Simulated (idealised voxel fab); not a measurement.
Process module in this document: voxel wiring stack
The cross-section on display is named cut; it measures 200 nm wide, and its cells are 5 nm squares.
In what follows, cross-sections appear as grids of square cells, described through bands that run from the top down, where every band is one or more rows of cells. The band entry comprises the height of the band's top followed by the height of its bottom, expressed in nm, and subsequently the band's materials from left to right, each stated together with its width in nm. Where a single material is marked with the word "full width", that material fills the band from edge to edge. The word "air" represents empty space. All heights in this document are referenced to 0, defined as the level beneath which the wafer, as received, consists entirely of one material. The lowest band is not bounded below; it extends indefinitely downward and is written in the form "z 0 and below". The width entry "30..40" should be interpreted row by row: the top row of cells in the band takes the first number, the bottom row takes the second number, and the change between adjacent rows is uniform throughout. It should be understood that the words "no alteration", when stated for a given step, signify that the cross-section underwent no change in any of its cells during that step. Closed-off voids of 8+ cells (no open route to the top) go in "Closed void listing", written width x height at distance from the left edge, in nm. It should be noted that, on the line of a given step, the content following the step's settings is a remark produced by the simulator itself with respect to that step. "overlay nm", when on a step's line for a step with a mask, measures how far to the right of its planned place the mask lay; a negative measure means to the left.

Planned step list for the process
1: RECEIVE (material Si)
2: CONFORMAL_DEP (material SiO2; thk nm 10)
3: DIRECTIONAL_DEP (material TiN; thk nm 5)
4: DIRECTIONAL_DEP (material W; thk nm 25)
5: DIRECTIONAL_DEP (material aC; thk nm 15)
6: PATTERN (tone cover; mask id METAL_1; material resist; width nm 20; pitch nm 40; thk nm 35; overlay nm 0)
7: DIRECTIONAL_ETCH (etch materials aC; depth nm 15)
8: STRIP (etch materials resist)
9: DIRECTIONAL_ETCH (etch materials W; depth nm 25)
10: DIRECTIONAL_ETCH (etch materials TiN; depth nm 5)
11: STRIP (etch materials aC)
12: FILL_DEP (material lowk; thk nm 5)
13: CMP (height nm 40)
14: CONFORMAL_DEP (material SiCN; thk nm 5)
15: DIRECTIONAL_DEP (material lowk; thk nm 10)
16: DIRECTIONAL_DEP (material aC; thk nm 15)
17: PATTERN (tone open; mask id PLUG_1; material resist; width nm 15; pitch nm 40; thk nm 35; overlay nm 0)
18: DIRECTIONAL_ETCH (etch materials aC; depth nm 15)
19: STRIP (etch materials resist)
20: DIRECTIONAL_ETCH (etch materials lowk; depth nm 10)
21: DIRECTIONAL_ETCH (etch materials SiCN; depth nm 5)
22: STRIP (etch materials aC)
23: EPI (material Ru; thk nm 10)
24: EPI (material Ru; thk nm 5)
25: CONFORMAL_DEP (material SiN; thk nm 5)
26: DIRECTIONAL_DEP (material SiO2; thk nm 15)
27: MASKED_ETCH (tone open; mask id METAL_2; width nm 20; pitch nm 40; etch materials SiO2; depth nm 15; overlay nm 0)
28: MASKED_ETCH (tone open; mask id METAL_2; width nm 20; pitch nm 40; etch materials SiN; depth nm 5; overlay nm 0)
29: CONFORMAL_DEP (material TiN; thk nm 5)
30: FILL_DEP (material W; thk nm 5)
31: CMP (height nm 75)
32: EPI (material Ru; thk nm 5)
33: FILL_DEP (material SiCN; thk nm 5)
34: DIRECTIONAL_DEP (material SiO2; thk nm 15)
35: DIRECTIONAL_DEP (material aC; thk nm 10)
36: PATTERN (tone open; mask id PLUG_2; material resist; width nm 15; pitch nm 40; thk nm 25; overlay nm 0)
37: DIRECTIONAL_ETCH (etch materials aC; depth nm 10)
38: STRIP (etch materials resist)
39: DIRECTIONAL_ETCH (etch materials SiO2; depth nm 15)
40: DIRECTIONAL_ETCH (etch materials SiCN; depth nm 5)
41: STRIP (etch materials aC)
42: EPI (material Ru; thk nm 10)
43: EPI (material Ru; thk nm 10)
44: DIRECTIONAL_DEP (material TiN; thk nm 5)
45: DIRECTIONAL_DEP (material W; thk nm 15)
46: MASKED_ETCH (tone cover; mask id METAL_3; width nm 20; pitch nm 40; etch materials W; depth nm 15; overlay nm 0)
47: MASKED_ETCH (tone cover; mask id METAL_3; width nm 20; pitch nm 40; etch materials TiN; depth nm 5; overlay nm 0)
48: FILL_DEP (material SiO2; thk nm 10)
49: CMP (height nm 120)
50: CONFORMAL_DEP (material SiN; thk nm 5)

Concerning the first of two wafers, which was run in accordance with the plan

as received, after step 1
	z 0 and below  Si full width
	Closed void listing: none

Step 2 done - wafer cross-section
	z 10 to 0  SiO2 full width
	Whatever lies below 0 is exactly as it was before.

Step 3 done - wafer cross-section
	z 15 to 10  TiN full width
	Whatever lies below 10 is exactly as it was before.

Step 4 done - wafer cross-section
	z 40 to 15  W full width
	Whatever lies below 15 is exactly as it was before.

Step 5 done - wafer cross-section
	z 55 to 40  aC full width
	Whatever lies below 40 is exactly as it was before.

Step 6 done - wafer cross-section
	z 90 to 55  air: 50, resist: 20, air: 20, resist: 20, air: 20, resist: 20, air: 50
	Whatever lies below 55 is exactly as it was before.

Step 7 done - wafer cross-section
	z 75 to 55  air: 50, resist: 20, air: 20, resist: 20, air: 20, resist: 20, air: 50
	z 55 to 40  air: 50, aC: 20, air: 20, aC: 20, air: 20, aC: 20, air: 50
	Whatever lies below 40 is exactly as it was before.

Step 8 done - wafer cross-section
	z 55 to 40  air: 50, aC: 20, air: 20, aC: 20, air: 20, aC: 20, air: 50
	Whatever lies below 40 is exactly as it was before.

Step 9 done - wafer cross-section
	z 55 to 40  air: 50, aC: 20, air: 20, aC: 20, air: 20, aC: 20, air: 50
	z 40 to 15  air: 50, W: 20, air: 20, W: 20, air: 20, W: 20, air: 50
	Whatever lies below 15 is exactly as it was before.

Step 10 done - wafer cross-section
	z 55 to 40  air: 50, aC: 20, air: 20, aC: 20, air: 20, aC: 20, air: 50
	z 40 to 15  air: 50, W: 20, air: 20, W: 20, air: 20, W: 20, air: 50
	z 15 to 10  air: 50, TiN: 20, air: 20, TiN: 20, air: 20, TiN: 20, air: 50
	Whatever lies below 10 is exactly as it was before.

Step 11 done - wafer cross-section
	z 40 to 15  air: 50, W: 20, air: 20, W: 20, air: 20, W: 20, air: 50
	Whatever lies below 15 is exactly as it was before.

Step 12 done - wafer cross-section
	z 45 to 40  lowk full width
	z 40 to 15  lowk: 50, W: 20, lowk: 20, W: 20, lowk: 20, W: 20, lowk: 50
	z 15 to 10  lowk: 50, TiN: 20, lowk: 20, TiN: 20, lowk: 20, TiN: 20, lowk: 50
	Whatever lies below 10 is exactly as it was before.

Step 13 done - wafer cross-section
	z 40 to 15  lowk: 50, W: 20, lowk: 20, W: 20, lowk: 20, W: 20, lowk: 50
	Whatever lies below 15 is exactly as it was before.

Step 14 done - wafer cross-section
	z 45 to 40  SiCN full width
	Whatever lies below 40 is exactly as it was before.

Step 15 done - wafer cross-section
	z 55 to 45  lowk full width
	Whatever lies below 45 is exactly as it was before.

Step 16 done - wafer cross-section
	z 70 to 55  aC full width
	Whatever lies below 55 is exactly as it was before.

Step 17 done - wafer cross-section
	z 105 to 70  resist: 50, air: 15, resist: 25, air: 15, resist: 25, air: 15, resist: 55
	Whatever lies below 70 is exactly as it was before.

Step 18 done - wafer cross-section
	z 90 to 70  resist: 50, air: 15, resist: 25, air: 15, resist: 25, air: 15, resist: 55
	z 70 to 55  aC: 50, air: 15, aC: 25, air: 15, aC: 25, air: 15, aC: 55
	Whatever lies below 55 is exactly as it was before.

Step 19 done - wafer cross-section
	z 70 to 55  aC: 50, air: 15, aC: 25, air: 15, aC: 25, air: 15, aC: 55
	Whatever lies below 55 is exactly as it was before.

Step 20 done - wafer cross-section
	z 70 to 55  aC: 50, air: 15, aC: 25, air: 15, aC: 25, air: 15, aC: 55
	z 55 to 45  lowk: 50, air: 15, lowk: 25, air: 15, lowk: 25, air: 15, lowk: 55
	Whatever lies below 45 is exactly as it was before.

Step 21 done - wafer cross-section
	z 70 to 55  aC: 50, air: 15, aC: 25, air: 15, aC: 25, air: 15, aC: 55
	z 55 to 45  lowk: 50, air: 15, lowk: 25, air: 15, lowk: 25, air: 15, lowk: 55
	z 45 to 40  SiCN: 50, air: 15, SiCN: 25, air: 15, SiCN: 25, air: 15, SiCN: 55
	Whatever lies below 40 is exactly as it was before.

Step 22 done - wafer cross-section
	z 55 to 45  lowk: 50, air: 15, lowk: 25, air: 15, lowk: 25, air: 15, lowk: 55
	Whatever lies below 45 is exactly as it was before.

Step 23 done - wafer cross-section
	z 55 to 50  lowk: 50, air: 15, lowk: 25, air: 15, lowk: 25, air: 15, lowk: 55
	z 50 to 45  lowk: 50, Ru: 15, lowk: 25, Ru: 15, lowk: 25, Ru: 15, lowk: 55
	z 45 to 40  SiCN: 50, Ru: 15, SiCN: 25, Ru: 15, SiCN: 25, Ru: 15, SiCN: 55
	Whatever lies below 40 is exactly as it was before.

Step 24 done - wafer cross-section
	z 55 to 45  lowk: 50, Ru: 15, lowk: 25, Ru: 15, lowk: 25, Ru: 15, lowk: 55
	Whatever lies below 45 is exactly as it was before.

Step 25 done - wafer cross-section
	z 60 to 55  SiN full width
	Whatever lies below 55 is exactly as it was before.

Step 26 done - wafer cross-section
	z 75 to 60  SiO2 full width
	Whatever lies below 60 is exactly as it was before.

Step 27 done - wafer cross-section
	z 75 to 60  SiO2: 50, air: 20, SiO2: 20, air: 20, SiO2: 20, air: 20, SiO2: 50
	Whatever lies below 60 is exactly as it was before.

Step 28 done - wafer cross-section
	z 75 to 60  SiO2: 50, air: 20, SiO2: 20, air: 20, SiO2: 20, air: 20, SiO2: 50
	z 60 to 55  SiN: 50, air: 20, SiN: 20, air: 20, SiN: 20, air: 20, SiN: 50
	Whatever lies below 55 is exactly as it was before.

Step 29 done - wafer cross-section
	z 80 to 75  TiN: 55, air: 10, TiN: 30, air: 10, TiN: 30, air: 10, TiN: 55
	z 75 to 60  SiO2: 50, TiN: 5, air: 10, TiN: 5, SiO2: 20, TiN: 5, air: 10, TiN: 5, SiO2: 20, TiN: 5, air: 10, TiN: 5, SiO2: 50
	z 60 to 55  SiN: 50, TiN: 20, SiN: 20, TiN: 20, SiN: 20, TiN: 20, SiN: 50
	Whatever lies below 55 is exactly as it was before.

Step 30 done - wafer cross-section
	z 85 to 80  W full width
	z 80 to 75  TiN: 55, W: 10, TiN: 30, W: 10, TiN: 30, W: 10, TiN: 55
	z 75 to 60  SiO2: 50, TiN: 5, W: 10, TiN: 5, SiO2: 20, TiN: 5, W: 10, TiN: 5, SiO2: 20, TiN: 5, W: 10, TiN: 5, SiO2: 50
	Whatever lies below 60 is exactly as it was before.

Step 31 done - wafer cross-section
	z 75 to 60  SiO2: 50, TiN: 5, W: 10, TiN: 5, SiO2: 20, TiN: 5, W: 10, TiN: 5, SiO2: 20, TiN: 5, W: 10, TiN: 5, SiO2: 50
	Whatever lies below 60 is exactly as it was before.

Step 32 done - wafer cross-section
	z 80 to 75  air: 45, Ru: 30, air: 10, Ru: 30, air: 10, Ru: 30, air: 45
	Whatever lies below 75 is exactly as it was before.

Step 33 done - wafer cross-section
	z 85 to 80  SiCN full width
	z 80 to 75  SiCN: 45, Ru: 30, SiCN: 10, Ru: 30, SiCN: 10, Ru: 30, SiCN: 45
	Whatever lies below 75 is exactly as it was before.

Step 34 done - wafer cross-section
	z 100 to 85  SiO2 full width
	Whatever lies below 85 is exactly as it was before.

Step 35 done - wafer cross-section
	z 110 to 100  aC full width
	Whatever lies below 100 is exactly as it was before.

Step 36 done - wafer cross-section
	z 135 to 110  resist: 50, air: 15, resist: 25, air: 15, resist: 25, air: 15, resist: 55
	Whatever lies below 110 is exactly as it was before.

Step 37 done - wafer cross-section
	z 125 to 110  resist: 50, air: 15, resist: 25, air: 15, resist: 25, air: 15, resist: 55
	z 110 to 100  aC: 50, air: 15, aC: 25, air: 15, aC: 25, air: 15, aC: 55
	Whatever lies below 100 is exactly as it was before.

Step 38 done - wafer cross-section
	z 110 to 100  aC: 50, air: 15, aC: 25, air: 15, aC: 25, air: 15, aC: 55
	Whatever lies below 100 is exactly as it was before.

Step 39 done - wafer cross-section
	z 110 to 100  aC: 50, air: 15, aC: 25, air: 15, aC: 25, air: 15, aC: 55
	z 100 to 85  SiO2: 50, air: 15, SiO2: 25, air: 15, SiO2: 25, air: 15, SiO2: 55
	Whatever lies below 85 is exactly as it was before.

Step 40 done - wafer cross-section
	z 110 to 100  aC: 50, air: 15, aC: 25, air: 15, aC: 25, air: 15, aC: 55
	z 100 to 85  SiO2: 50, air: 15, SiO2: 25, air: 15, SiO2: 25, air: 15, SiO2: 55
	z 85 to 80  SiCN: 50, air: 15, SiCN: 25, air: 15, SiCN: 25, air: 15, SiCN: 55
	Whatever lies below 80 is exactly as it was before.

Step 41 done - wafer cross-section
	z 100 to 85  SiO2: 50, air: 15, SiO2: 25, air: 15, SiO2: 25, air: 15, SiO2: 55
	Whatever lies below 85 is exactly as it was before.

Step 42 done - wafer cross-section
	z 100 to 90  SiO2: 50, air: 15, SiO2: 25, air: 15, SiO2: 25, air: 15, SiO2: 55
	z 90 to 85  SiO2: 50, Ru: 15, SiO2: 25, Ru: 15, SiO2: 25, Ru: 15, SiO2: 55
	z 85 to 75  SiCN: 50..45, Ru: 15..30, SiCN: 25..10, Ru: 15..30, SiCN: 25..10, Ru: 15..30, SiCN: 55..45
	Whatever lies below 75 is exactly as it was before.

Step 43 done - wafer cross-section
	z 100 to 85  SiO2: 50, Ru: 15, SiO2: 25, Ru: 15, SiO2: 25, Ru: 15, SiO2: 55
	Whatever lies below 85 is exactly as it was before.

Step 44 done - wafer cross-section
	z 105 to 100  TiN full width
	Whatever lies below 100 is exactly as it was before.

Step 45 done - wafer cross-section
	z 120 to 105  W full width
	Whatever lies below 105 is exactly as it was before.

Step 46 done - wafer cross-section
	z 120 to 105  air: 50, W: 20, air: 20, W: 20, air: 20, W: 20, air: 50
	Whatever lies below 105 is exactly as it was before.

Step 47 done - wafer cross-section
	z 120 to 105  air: 50, W: 20, air: 20, W: 20, air: 20, W: 20, air: 50
	z 105 to 100  air: 50, TiN: 20, air: 20, TiN: 20, air: 20, TiN: 20, air: 50
	Whatever lies below 100 is exactly as it was before.

Step 48 done - wafer cross-section
	z 130 to 120  SiO2 full width
	z 120 to 105  SiO2: 50, W: 20, SiO2: 20, W: 20, SiO2: 20, W: 20, SiO2: 50
	z 105 to 100  SiO2: 50, TiN: 20, SiO2: 20, TiN: 20, SiO2: 20, TiN: 20, SiO2: 50
	Whatever lies below 100 is exactly as it was before.

Step 49 done - wafer cross-section
	z 120 to 105  SiO2: 50, W: 20, SiO2: 20, W: 20, SiO2: 20, W: 20, SiO2: 50
	Whatever lies below 105 is exactly as it was before.

Step 50 done - wafer cross-section
	z 125 to 120  SiN full width
	Whatever lies below 120 is exactly as it was before.

Second wafer - shared start and plan with the first - one error in running - same as the first up to step 33 inclusive

At the planned end of step 34, the second wafer in cross-section
	z 115 to 85  SiO2 full width
	Whatever lies below 85 is exactly as it was before.

At the planned end of step 35, the second wafer in cross-section
	z 125 to 115  aC full width
	Whatever lies below 115 is exactly as it was before.

At the planned end of step 36, the second wafer in cross-section
	z 150 to 125  resist: 50, air: 15, resist: 25, air: 15, resist: 25, air: 15, resist: 55
	Whatever lies below 125 is exactly as it was before.

At the planned end of step 37, the second wafer in cross-section
	z 140 to 125  resist: 50, air: 15, resist: 25, air: 15, resist: 25, air: 15, resist: 55
	z 125 to 115  aC: 50, air: 15, aC: 25, air: 15, aC: 25, air: 15, aC: 55
	Whatever lies below 115 is exactly as it was before.

At the planned end of step 38, the second wafer in cross-section
	z 125 to 115  aC: 50, air: 15, aC: 25, air: 15, aC: 25, air: 15, aC: 55
	Whatever lies below 115 is exactly as it was before.

At the planned end of step 39, the second wafer in cross-section
	z 125 to 115  aC: 50, air: 15, aC: 25, air: 15, aC: 25, air: 15, aC: 55
	z 115 to 100  SiO2: 50, air: 15, SiO2: 25, air: 15, SiO2: 25, air: 15, SiO2: 55
	Whatever lies below 100 is exactly as it was before.

At the planned end of step 40, the second wafer in cross-section: no alteration

At the planned end of step 41, the second wafer in cross-section
	z 115 to 100  SiO2: 50, air: 15, SiO2: 25, air: 15, SiO2: 25, air: 15, SiO2: 55
	Whatever lies below 100 is exactly as it was before.

At the planned end of step 42, the second wafer in cross-section: no alteration

At the planned end of step 43, the second wafer in cross-section: no alteration

At the planned end of step 44, the second wafer in cross-section
	z 120 to 115  TiN: 50, air: 15, TiN: 25, air: 15, TiN: 25, air: 15, TiN: 55
	z 115 to 105  SiO2: 50, air: 15, SiO2: 25, air: 15, SiO2: 25, air: 15, SiO2: 55
	z 105 to 100  SiO2: 50, TiN: 15, SiO2: 25, TiN: 15, SiO2: 25, TiN: 15, SiO2: 55
	Whatever lies below 100 is exactly as it was before.

At the planned end of step 45, the second wafer in cross-section
	z 135 to 120  W: 50, air: 15, W: 25, air: 15, W: 25, air: 15, W: 55
	z 120 to 115  TiN: 50, W: 15, TiN: 25, W: 15, TiN: 25, W: 15, TiN: 55
	z 115 to 105  SiO2: 50, W: 15, SiO2: 25, W: 15, SiO2: 25, W: 15, SiO2: 55
	Whatever lies below 105 is exactly as it was before.

At the planned end of step 46, the second wafer in cross-section
	z 135 to 120  air: 65, W: 5, air: 35, W: 5, air: 35, W: 5, air: 50
	Whatever lies below 120 is exactly as it was before.

At the planned end of step 47, the second wafer in cross-section
	z 135 to 120  air: 65, W: 5, air: 35, W: 5, air: 35, W: 5, air: 50
	z 120 to 115  air: 50, W: 15, TiN: 5, air: 20, W: 15, TiN: 5, air: 20, W: 15, TiN: 5, air: 50
	Whatever lies below 115 is exactly as it was before.

At the planned end of step 48, the second wafer in cross-section
	z 145 to 135  SiO2 full width
	z 135 to 120  SiO2: 65, W: 5, SiO2: 35, W: 5, SiO2: 35, W: 5, SiO2: 50
	z 120 to 115  SiO2: 50, W: 15, TiN: 5, SiO2: 20, W: 15, TiN: 5, SiO2: 20, W: 15, TiN: 5, SiO2: 50
	Whatever lies below 115 is exactly as it was before.

At the planned end of step 49, the second wafer in cross-section
	z 120 to 115  SiO2: 50, W: 15, TiN: 5, SiO2: 20, W: 15, TiN: 5, SiO2: 20, W: 15, TiN: 5, SiO2: 50
	Whatever lies below 115 is exactly as it was before.

At the planned end of step 50, the second wafer in cross-section
	z 125 to 120  SiN full width
	Whatever lies below 120 is exactly as it was before.
What went wrong in running the wafer? plan step 34 ran twice
Materials where the second wafer ends with more or fewer cells than the first: Ru -36; SiCN +9; SiO2 +36; W -9
